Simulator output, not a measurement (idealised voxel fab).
process module | voxel wiring stack
cross-section cut | 160 nm wide | cells 5 nm
A cross-section is a grid of square cells, given in bands from the top down. A band is one or more rows of cells.
Each band's line starts with the height of the band's top and of its bottom, in nm. Then come its materials from left to right, each with its width in nm. One material with "throughout" fills the band from edge to edge. "air" is empty space.
Height 0 is the level under which the wafer as received is all one material. The lowest band goes on downwards, as in "0 down".
A width such as "30 to 40" changes by the same amount from each row of cells to the next, from the band's top row to its bottom row.
"no change" after a step means that no cell of the cross-section changed.
closed voids: empty space of 8 cells or more with no open way to the top, each as width x height at its distance from the left edge, in nm
after a step's settings: what the simulator itself notes on the step
overlay nm, on a step with a mask: how far to the right of its planned place the mask lay; to the left if negative
plan
1 op RECEIVE | material Si
2 op CONFORMAL_DEP | material SiO2 | thk nm 15
3 op DIRECTIONAL_DEP | material TiN | thk nm 5
4 op DIRECTIONAL_DEP | material W | thk nm 25
5 op PATTERN | tone cover | mask id METAL_1 | material resist | width nm 20 | pitch nm 40 | thk nm 20 | overlay nm 0
6 op DIRECTIONAL_ETCH | etch materials W | depth nm 25
7 op DIRECTIONAL_ETCH | etch materials TiN | depth nm 5
8 op STRIP | etch materials resist
9 op FILL_DEP | material lowk | thk nm 10
10 op CMP | height nm 45
11 op CONFORMAL_DEP | material SiCN | thk nm 5
12 op DIRECTIONAL_DEP | material lowk | thk nm 30
13 op DIRECTIONAL_DEP | material aC | thk nm 15
14 op PATTERN | tone open | mask id METAL_2 | material resist | width nm 20 | pitch nm 40 | thk nm 30 | overlay nm 0
15 op DIRECTIONAL_ETCH | etch materials aC | depth nm 15
16 op STRIP | etch materials resist
17 op DIRECTIONAL_ETCH | etch materials lowk | depth nm 15
18 op STRIP | etch materials aC
19 op MASKED_ETCH | tone open | mask id METAL_2_HOLES | width nm 15 | pitch nm 40 | etch materials lowk | depth nm 15 | overlay nm 0
20 op MASKED_ETCH | tone open | mask id METAL_2_HOLES | width nm 15 | pitch nm 40 | etch materials SiCN | depth nm 5 | overlay nm 0
21 op CONFORMAL_DEP | material TiN | thk nm 5
22 op FILL_DEP | material Cu | thk nm 10
23 op CMP | height nm 80
24 op CONFORMAL_DEP | material SiN | thk nm 5
as received, after step 1
  0 down: Si throughout
  closed voids: none
first wafer at the end, as planned
  85 to 80: SiN throughout
  80 to 70: lowk 50 | TiN 5 | Cu 10 | TiN 5 | lowk 20 | TiN 5 | Cu 10 | TiN 5 | lowk 50
  70 to 65: lowk 50 | TiN 5 | Cu 5 | TiN 10 | lowk 20 | TiN 5 | Cu 5 | TiN 10 | lowk 50
  65 to 50: lowk 50 | TiN 5 | Cu 5 | TiN 5 | lowk 25 | TiN 5 | Cu 5 | TiN 5 | lowk 55
  50 to 45: SiCN 50 | TiN 15 | SiCN 25 | TiN 15 | SiCN 55
  45 to 20: lowk 50 | W 20 | lowk 20 | W 20 | lowk 50
  20 to 15: lowk 50 | TiN 20 | lowk 20 | TiN 20 | lowk 50
  15 to 0: SiO2 throughout
  0 down: Si throughout
  closed voids: none
second wafer at the end: like start, like plan, one mistake
  85 to 80: SiN throughout
  80 to 70: lowk 50 | TiN 5 | Cu 5 | TiN 5 | lowk 25 | TiN 5 | Cu 5 | TiN 5 | lowk 55
  70 to 65: lowk 50 | TiN 15 | lowk 25 | TiN 15 | lowk 55
  65 to 50: aC throughout
  50 to 45: SiCN throughout
  45 to 20: lowk 50 | W 20 | lowk 20 | W 20 | lowk 50
  20 to 15: lowk 50 | TiN 20 | lowk 20 | TiN 20 | lowk 50
  15 to 0: SiO2 throughout
  0 down: Si throughout
  closed voids: none
what went wrong: steps 12 and 13 were swapped
at the end the second wafer has, in cells: 12 fewer of Cu | 6 more of SiCN | 18 fewer of TiN | 96 more of aC | 72 fewer of lowk
